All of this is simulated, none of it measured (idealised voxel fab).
Herein follows the process module entitled voxel released beams.
It is cross-section cut that appears here, measuring 280 nm in width, its square cells being 5 nm in size.
A cross-section in this document is a grid of square cells, and it is written down as bands, the top band listed before the ones below it; a band is made up of one or more rows of cells.
For a band, the entry starts with two heights in nm, that of the top and then that of the bottom, and carries on with the band's materials in order from left to right, each alongside its width in nm; the word "throughout" beside a single material means it fills the band edge to edge, and "empty" means empty space.
Height reference: 0 = level under which incoming wafer is all one material. Lowest band: no bottom, runs on downward, e.g. "0 -> down".
Quick explanation for "30 to 40": the width changes in equal steps down the rows of cells, from the first number in the band's top row to the second number in its bottom row.
A step reported as "remained the same" is a step in which no cell of the cross-section changed.
Under "Voids, sealed" you'll find the enclosed gaps, the ones with no way out to the top, that are 8 cells or bigger; each reads width x height at distance, with distance counted from the left edge, everything in nm.
after a step's settings: what the simulator itself notes on the step
overlay nm: mask offset rightward from planned place, masked step; negative means leftward offset.
-- This section lists the process steps that were planned
1,RECEIVE | material Si
2,CONFORMAL_DEP | material SiN | thk nm 10
3,DIRECTIONAL_DEP | material SiO2 | thk nm 15
4,MASKED_ETCH | tone open | mask id ANCHOR | width nm 30 | etch materials SiO2 | depth nm 15 | overlay nm 0
5,CONFORMAL_DEP | material W | thk nm 15
6,DIRECTIONAL_DEP | material aC | thk nm 10
7,PATTERN | tone cover | mask id BEAM | material resist | width nm 120 | thk nm 25 | overlay nm 0
8,DIRECTIONAL_ETCH | etch materials aC | depth nm 10
9,STRIP | etch materials resist
10,DIRECTIONAL_ETCH | etch materials W | depth nm 15
11,STRIP | etch materials aC
12,STRIP | etch materials SiO2
The plan shows the width nm of step 4 as the first wafer had it; this setting differs between the wafers, which start out alike.
-- First of several wafers, received after step 1, in cross-section
- 0 -> down  Si throughout
- Voids, sealed: none
-- Rows = wafers. At module end, each row lists per material the cells gained (+) or lost (-) since the wafer was received, then the closed voids
width nm 30; +112 SiN; +90 W; Voids, sealed: none
width nm 35; +112 SiN; +90 W; Voids, sealed: none
width nm 40; +112 SiN; +90 W; Voids, sealed: none
width nm 45; +112 SiN; +90 W; Voids, sealed: none
width nm 50; +112 SiN; +90 W; Voids, sealed: none
width nm 55; +112 SiN; +90 W; Voids, sealed: none
